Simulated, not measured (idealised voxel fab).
process module | voxel trench capacitor
cross-section cut | 285 nm wide | cells 5 nm
A cross-section is a grid of square cells, given in bands from the top down. A band is one or more rows of cells.
Each band's line starts with the height of the band's top and of its bottom, in nm. Then come its materials from left to right, each with its width in nm. One material with "throughout" fills the band from edge to edge. "air" is empty space.
Height 0 is the level under which the wafer as received is all one material. The lowest band goes on downwards, as in "0 down".
A width such as "30 to 40" changes by the same amount from each row of cells to the next, from the band's top row to its bottom row.
"no change" after a step means that no cell of the cross-section changed.
closed voids: empty space of 8 cells or more with no open way to the top, each as width x height at its distance from the left edge, in nm
after a step's settings: what the simulator itself notes on the step
overlay nm, on a step with a mask: how far to the right of its planned place the mask lay; to the left if negative
plan
1 op RECEIVE | material Si
2 op CONFORMAL_DEP | material SiN | thk nm 5
3 op MASKED_ETCH | tone open | mask id TRENCH | width nm 25 | pitch nm 40 | etch materials SiN | depth nm 5 | overlay nm 0
4 op MASKED_ETCH | tone open | mask id TRENCH | width nm 25 | pitch nm 40 | etch materials Si | depth nm 35 | overlay nm 0
5 op CONFORMAL_DEP | material Al2O3 | thk nm 5
6 op CONFORMAL_DEP | material TiN | thk nm 5
7 op FILL_DEP | material W | thk nm 10
8 op CMP | height nm 5
as received, after step 1
  0 down: Si throughout
  closed voids: none
a wafer at the end: this start, this plan, one mistake
  5 to 0: SiN 70 | Al2O3 10 | TiN 5 | Al2O3 10 | SiN 15 | Al2O3 10 | TiN 5 | Al2O3 10 | SiN 15 | Al2O3 10 | TiN 5 | Al2O3 10 | SiN 15 | Al2O3 10 | TiN 5 | Al2O3 10 | SiN 70
  0 to -30: Si 75 | Al2O3 5 | TiN 5 | Al2O3 5 | Si 25 | Al2O3 5 | TiN 5 | Al2O3 5 | Si 25 | Al2O3 5 | TiN 5 | Al2O3 5 | Si 25 | Al2O3 5 | TiN 5 | Al2O3 5 | Si 75
  -30 to -35: Si 75 | Al2O3 15 | Si 25 | Al2O3 15 | Si 25 | Al2O3 15 | Si 25 | Al2O3 15 | Si 75
  -35 down: Si throughout
  closed voids: none
what went wrong: step 4 ran as: op MASKED_ETCH | tone open | mask id TRENCH | width nm 15 | pitch nm 40 | etch materials Si | depth nm 35 | overlay nm 0
